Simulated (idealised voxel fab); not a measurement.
Herein follows the process module entitled voxel gate over fins.
It is cross-section cut that appears here, measuring 275 nm in width, its square cells being 5 nm in size.
If you're reading a cross-section in this doc, picture square cells in a grid; it comes to you as bands, top ones listed first down to the bottom, and a band can be one or more rows of cells.
What a band's entry tells you: where the top is and where the bottom is, as heights in nm, and after that what lies inside, material by material from left to right, each with its width in nm. Empty space is written as the word "air", and a single material marked with the word "throughout" occupies the band from edge to edge.
Zero point of the height axis is 0; under it, received wafer = one material. Lowest band: continues down indefinitely, "top 0, no bottom".
It should be noted that a width expressed as "30..40" varies in equal increments from row to row of cells within the band, taking the value of the first number at the top row and that of the second number at the bottom row.
"nothing got changed" -> step changed no cross-section cell.
The entry "Closed void entries" lists the empty spaces that cover at least 8 cells and have no open path to the top. Each is written as width x height at distance, where the distance is measured from the left edge and all three values are in nm.
That trailing text on a step's line, after the settings, is the simulator's own remark on the step.
overlay nm: step with mask; distance mask lay right of planned place; negative value = left of planned place.

THE PLANNED PROCESS STEPS ARE ENUMERATED HEREUNDER
1) RECEIVE, material Si
2) CONFORMAL_DEP, material SiN, thk nm 10
3) DIRECTIONAL_DEP, material aC, thk nm 10
4) PATTERN, tone cover, mask id FINS, material resist, width nm 15, pitch nm 55, thk nm 25, overlay nm 0
5) DIRECTIONAL_ETCH, etch materials aC, depth nm 10
6) STRIP, etch materials resist
7) DIRECTIONAL_ETCH, etch materials SiN, depth nm 10
8) DIRECTIONAL_ETCH, etch materials Si, depth nm 40
9) STRIP, etch materials aC
10) OXIDIZE, depth nm 5
11) FILL_DEP, material SiO2, thk nm 5
12) CMP, height nm 10
13) PATTERN, tone open, mask id RAIL, material resist, width nm 15, thk nm 15, overlay nm 0
14) DIRECTIONAL_ETCH, etch materials SiO2, depth nm 45
15) STRIP, etch materials resist
16) CONFORMAL_DEP, material TiN, thk nm 5
17) FILL_DEP, material W, thk nm 10
18) CMP, height nm 10
19) SELECTIVE_ETCH, etch materials W Ru TiN, depth nm 30
20) FILL_DEP, material SiO2, thk nm 5
21) CMP, height nm 10
22) SELECTIVE_ETCH, etch materials SiO2, depth nm 25
23) STRIP, etch materials SiN
24) CONFORMAL_DEP, material HfO2, thk nm 5
25) CONFORMAL_DEP, material TiN, thk nm 5
26) CONFORMAL_DEP, material TiAl, thk nm 5
27) CONFORMAL_DEP, material TiN, thk nm 5
28) FILL_DEP, material W, thk nm 10
29) CMP, height nm 25
30) CONFORMAL_DEP, material SiN, thk nm 5

FIRST WAFER OF TWO (RUN AS PLANNED)

INCOMING WAFER, CROSS-SECTIONAL VIEW, POST STEP 1
  top 0, no bottom  Si throughout
  Closed void entries: none

WAFER SECTION VIEW AFTER PROCESSING STEP 2
  top 10, bottom 0  SiN throughout
  Everything under 0 stays put, no change at all.

WAFER SECTION VIEW AFTER PROCESSING STEP 3
  top 20, bottom 10  aC throughout
  Everything under 10 stays put, no change at all.

WAFER SECTION VIEW AFTER PROCESSING STEP 4
  top 45, bottom 20  air 75 | resist 15 | air 40 | resist 15 | air 40 | resist 15 | air 75
  Everything under 20 stays put, no change at all.

WAFER SECTION VIEW AFTER PROCESSING STEP 5
  top 35, bottom 20  air 75 | resist 15 | air 40 | resist 15 | air 40 | resist 15 | air 75
  top 20, bottom 10  air 75 | aC 15 | air 40 | aC 15 | air 40 | aC 15 | air 75
  Everything under 10 stays put, no change at all.

WAFER SECTION VIEW AFTER PROCESSING STEP 6
  top 20, bottom 10  air 75 | aC 15 | air 40 | aC 15 | air 40 | aC 15 | air 75
  Everything under 10 stays put, no change at all.

WAFER SECTION VIEW AFTER PROCESSING STEP 7
  top 20, bottom 10  air 75 | aC 15 | air 40 | aC 15 | air 40 | aC 15 | air 75
  top 10, bottom 0  air 75 | SiN 15 | air 40 | SiN 15 | air 40 | SiN 15 | air 75
  Everything under 0 stays put, no change at all.

WAFER SECTION VIEW AFTER PROCESSING STEP 8
  top 20, bottom 10  air 75 | aC 15 | air 40 | aC 15 | air 40 | aC 15 | air 75
  top 10, bottom 0  air 75 | SiN 15 | air 40 | SiN 15 | air 40 | SiN 15 | air 75
  top 0, bottom -40  air 75 | Si 15 | air 40 | Si 15 | air 40 | Si 15 | air 75
  Everything under -40 stays put, no change at all.

WAFER SECTION VIEW AFTER PROCESSING STEP 9
  top 10, bottom 0  air 75 | SiN 15 | air 40 | SiN 15 | air 40 | SiN 15 | air 75
  Everything under 0 stays put, no change at all.

WAFER SECTION VIEW AFTER PROCESSING STEP 10
  top 10, bottom 0  air 75 | SiN 15 | air 40 | SiN 15 | air 40 | SiN 15 | air 75
  top 0, bottom -40  air 75 | SiO2 5 | Si 5 | SiO2 5 | air 40 | SiO2 5 | Si 5 | SiO2 5 | air 40 | SiO2 5 | Si 5 | SiO2 5 | air 75
  top -40, bottom -45  SiO2 80 | Si 5 | SiO2 50 | Si 5 | SiO2 50 | Si 5 | SiO2 80
  Everything under -45 stays put, no change at all.

WAFER SECTION VIEW AFTER PROCESSING STEP 11
  top 15, bottom 10  SiO2 throughout
  top 10, bottom 0  SiO2 75 | SiN 15 | SiO2 40 | SiN 15 | SiO2 40 | SiN 15 | SiO2 75
  top 0, bottom -45  SiO2 80 | Si 5 | SiO2 50 | Si 5 | SiO2 50 | Si 5 | SiO2 80
  Everything under -45 stays put, no change at all.

WAFER SECTION VIEW AFTER PROCESSING STEP 12
  top 10, bottom 0  SiO2 75 | SiN 15 | SiO2 40 | SiN 15 | SiO2 40 | SiN 15 | SiO2 75
  Everything under 0 stays put, no change at all.

WAFER SECTION VIEW AFTER PROCESSING STEP 13
  top 25, bottom 10  resist 100 | air 15 | resist 160
  Everything under 10 stays put, no change at all.

WAFER SECTION VIEW AFTER PROCESSING STEP 14
  top 25, bottom 10  resist 100 | air 15 | resist 160
  top 10, bottom 0  SiO2 75 | SiN 15 | SiO2 10 | air 15 | SiO2 15 | SiN 15 | SiO2 40 | SiN 15 | SiO2 75
  top 0, bottom -35  SiO2 80 | Si 5 | SiO2 15 | air 15 | SiO2 20 | Si 5 | SiO2 50 | Si 5 | SiO2 80
  Everything under -35 stays put, no change at all.

WAFER SECTION VIEW AFTER PROCESSING STEP 15
  top 10, bottom 0  SiO2 75 | SiN 15 | SiO2 10 | air 15 | SiO2 15 | SiN 15 | SiO2 40 | SiN 15 | SiO2 75
  Everything under 0 stays put, no change at all.

WAFER SECTION VIEW AFTER PROCESSING STEP 16
  top 15, bottom 10  TiN 105 | air 5 | TiN 165
  top 10, bottom 0  SiO2 75 | SiN 15 | SiO2 10 | TiN 5 | air 5 | TiN 5 | SiO2 15 | SiN 15 | SiO2 40 | SiN 15 | SiO2 75
  top 0, bottom -30  SiO2 80 | Si 5 | SiO2 15 | TiN 5 | air 5 | TiN 5 | SiO2 20 | Si 5 | SiO2 50 | Si 5 | SiO2 80
  top -30, bottom -35  SiO2 80 | Si 5 | SiO2 15 | TiN 15 | SiO2 20 | Si 5 | SiO2 50 | Si 5 | SiO2 80
  Everything under -35 stays put, no change at all.

WAFER SECTION VIEW AFTER PROCESSING STEP 17
  top 25, bottom 15  W throughout
  top 15, bottom 10  TiN 105 | W 5 | TiN 165
  top 10, bottom 0  SiO2 75 | SiN 15 | SiO2 10 | TiN 5 | W 5 | TiN 5 | SiO2 15 | SiN 15 | SiO2 40 | SiN 15 | SiO2 75
  top 0, bottom -30  SiO2 80 | Si 5 | SiO2 15 | TiN 5 | W 5 | TiN 5 | SiO2 20 | Si 5 | SiO2 50 | Si 5 | SiO2 80
  Everything under -30 stays put, no change at all.

WAFER SECTION VIEW AFTER PROCESSING STEP 18
  top 10, bottom 0  SiO2 75 | SiN 15 | SiO2 10 | TiN 5 | W 5 | TiN 5 | SiO2 15 | SiN 15 | SiO2 40 | SiN 15 | SiO2 75
  Everything under 0 stays put, no change at all.

WAFER SECTION VIEW AFTER PROCESSING STEP 19
  top 10, bottom 0  SiO2 75 | SiN 15 | SiO2 10 | air 15 | SiO2 15 | SiN 15 | SiO2 40 | SiN 15 | SiO2 75
  top 0, bottom -20  SiO2 80 | Si 5 | SiO2 15 | air 15 | SiO2 20 | Si 5 | SiO2 50 | Si 5 | SiO2 80
  Everything under -20 stays put, no change at all.

WAFER SECTION VIEW AFTER PROCESSING STEP 20
  top 15, bottom 10  SiO2 throughout
  top 10, bottom 0  SiO2 75 | SiN 15 | SiO2 40 | SiN 15 | SiO2 40 | SiN 15 | SiO2 75
  top 0, bottom -20  SiO2 80 | Si 5 | SiO2 50 | Si 5 | SiO2 50 | Si 5 | SiO2 80
  Everything under -20 stays put, no change at all.

WAFER SECTION VIEW AFTER PROCESSING STEP 21
  top 10, bottom 0  SiO2 75 | SiN 15 | SiO2 40 | SiN 15 | SiO2 40 | SiN 15 | SiO2 75
  Everything under 0 stays put, no change at all.

WAFER SECTION VIEW AFTER PROCESSING STEP 22
  top 10, bottom 0  air 75 | SiN 15 | air 40 | SiN 15 | air 40 | SiN 15 | air 75
  top 0, bottom -15  air 80 | Si 5 | air 50 | Si 5 | air 50 | Si 5 | air 80
  Everything under -15 stays put, no change at all.

WAFER SECTION VIEW AFTER PROCESSING STEP 23
  top 0, bottom -15  air 80 | Si 5 | air 50 | Si 5 | air 50 | Si 5 | air 80
  Everything under -15 stays put, no change at all.

WAFER SECTION VIEW AFTER PROCESSING STEP 24
  top 5, bottom 0  air 75 | HfO2 15 | air 40 | HfO2 15 | air 40 | HfO2 15 | air 75
  top 0, bottom -10  air 75 | HfO2 5 | Si 5 | HfO2 5 | air 40 | HfO2 5 | Si 5 | HfO2 5 | air 40 | HfO2 5 | Si 5 | HfO2 5 | air 75
  top -10, bottom -15  HfO2 80 | Si 5 | HfO2 50 | Si 5 | HfO2 50 | Si 5 | HfO2 80
  Everything under -15 stays put, no change at all.

WAFER SECTION VIEW AFTER PROCESSING STEP 25
  top 10, bottom 5  air 70 | TiN 25 | air 30 | TiN 25 | air 30 | TiN 25 | air 70
  top 5, bottom 0  air 70 | TiN 5 | HfO2 15 | TiN 5 | air 30 | TiN 5 | HfO2 15 | TiN 5 | air 30 | TiN 5 | HfO2 15 | TiN 5 | air 70
  top 0, bottom -5  air 70 | TiN 5 | HfO2 5 | Si 5 | HfO2 5 | TiN 5 | air 30 | TiN 5 | HfO2 5 | Si 5 | HfO2 5 | TiN 5 | air 30 | TiN 5 | HfO2 5 | Si 5 | HfO2 5 | TiN 5 | air 70
  top -5, bottom -10  TiN 75 | HfO2 5 | Si 5 | HfO2 5 | TiN 40 | HfO2 5 | Si 5 | HfO2 5 | TiN 40 | HfO2 5 | Si 5 | HfO2 5 | TiN 75
  Everything under -10 stays put, no change at all.

WAFER SECTION VIEW AFTER PROCESSING STEP 26
  top 15, bottom 10  air 65 | TiAl 35 | air 20 | TiAl 35 | air 20 | TiAl 35 | air 65
  top 10, bottom 5  air 65 | TiAl 5 | TiN 25 | TiAl 5 | air 20 | TiAl 5 | TiN 25 | TiAl 5 | air 20 | TiAl 5 | TiN 25 | TiAl 5 | air 65
  top 5, bottom 0  air 65 | TiAl 5 | TiN 5 | HfO2 15 | TiN 5 | TiAl 5 | air 20 | TiAl 5 | TiN 5 | HfO2 15 | TiN 5 | TiAl 5 | air 20 | TiAl 5 | TiN 5 | HfO2 15 | TiN 5 | TiAl 5 | air 65
  top 0, bottom -5  TiAl 70 | TiN 5 | HfO2 5 | Si 5 | HfO2 5 | TiN 5 | TiAl 30 | TiN 5 | HfO2 5 | Si 5 | HfO2 5 | TiN 5 | TiAl 30 | TiN 5 | HfO2 5 | Si 5 | HfO2 5 | TiN 5 | TiAl 70
  Everything under -5 stays put, no change at all.

WAFER SECTION VIEW AFTER PROCESSING STEP 27
  top 20, bottom 15  air 60 | TiN 45 | air 10 | TiN 45 | air 10 | TiN 45 | air 60
  top 15, bottom 10  air 60 | TiN 5 | TiAl 35 | TiN 5 | air 10 | TiN 5 | TiAl 35 | TiN 5 | air 10 | TiN 5 | TiAl 35 | TiN 5 | air 60
  top 10, bottom 5  air 60 | TiN 5 | TiAl 5 | TiN 25 | TiAl 5 | TiN 5 | air 10 | TiN 5 | TiAl 5 | TiN 25 | TiAl 5 | TiN 5 | air 10 | TiN 5 | TiAl 5 | TiN 25 | TiAl 5 | TiN 5 | air 60
  top 5, bottom 0  TiN 65 | TiAl 5 | TiN 5 | HfO2 15 | TiN 5 | TiAl 5 | TiN 20 | TiAl 5 | TiN 5 | HfO2 15 | TiN 5 | TiAl 5 | TiN 20 | TiAl 5 | TiN 5 | HfO2 15 | TiN 5 | TiAl 5 | TiN 65
  Everything under 0 stays put, no change at all.

WAFER SECTION VIEW AFTER PROCESSING STEP 28
  top 30, bottom 20  W throughout
  top 20, bottom 15  W 60 | TiN 45 | W 10 | TiN 45 | W 10 | TiN 45 | W 60
  top 15, bottom 10  W 60 | TiN 5 | TiAl 35 | TiN 5 | W 10 | TiN 5 | TiAl 35 | TiN 5 | W 10 | TiN 5 | TiAl 35 | TiN 5 | W 60
  top 10, bottom 5  W 60 | TiN 5 | TiAl 5 | TiN 25 | TiAl 5 | TiN 5 | W 10 | TiN 5 | TiAl 5 | TiN 25 | TiAl 5 | TiN 5 | W 10 | TiN 5 | TiAl 5 | TiN 25 | TiAl 5 | TiN 5 | W 60
  Everything under 5 stays put, no change at all.

WAFER SECTION VIEW AFTER PROCESSING STEP 29
  top 25, bottom 20  W throughout
  Everything under 20 stays put, no change at all.

WAFER SECTION VIEW AFTER PROCESSING STEP 30
  top 30, bottom 25  SiN throughout
  Everything under 25 stays put, no change at all.

WAFER TWO: LIKE WAFER ONE IN START AND PLAN, BUT WITH ONE MISTAKE IN EXECUTION; IDENTICAL UP TO AND INCLUDING STEP 27

CROSS-SECTION OF THE SECOND WAFER CORRESPONDING TO THE PLANNED CONCLUSION OF STEP 28
  top 30, bottom 20  TiAl throughout
  top 20, bottom 15  TiAl 60 | TiN 45 | TiAl 10 | TiN 45 | TiAl 10 | TiN 45 | TiAl 60
  top 15, bottom 10  TiAl 60 | TiN 5 | TiAl 35 | TiN 5 | TiAl 10 | TiN 5 | TiAl 35 | TiN 5 | TiAl 10 | TiN 5 | TiAl 35 | TiN 5 | TiAl 60
  top 10, bottom 5  TiAl 60 | TiN 5 | TiAl 5 | TiN 25 | TiAl 5 | TiN 5 | TiAl 10 | TiN 5 | TiAl 5 | TiN 25 | TiAl 5 | TiN 5 | TiAl 10 | TiN 5 | TiAl 5 | TiN 25 | TiAl 5 | TiN 5 | TiAl 60
  Everything under 5 stays put, no change at all.

CROSS-SECTION OF THE SECOND WAFER CORRESPONDING TO THE PLANNED CONCLUSION OF STEP 29
  top 25, bottom 20  TiAl throughout
  Everything under 20 stays put, no change at all.

CROSS-SECTION OF THE SECOND WAFER CORRESPONDING TO THE PLANNED CONCLUSION OF STEP 30
  top 30, bottom 25  SiN throughout
  Everything under 25 stays put, no change at all.
The plan and the run diverged here: step 28 did not use the planned setting and instead ran as FILL_DEP, material TiAl, thk nm 10
Final tally in cells, some materials are higher or lower on the second wafer than on the first: TiAl +139; W -139
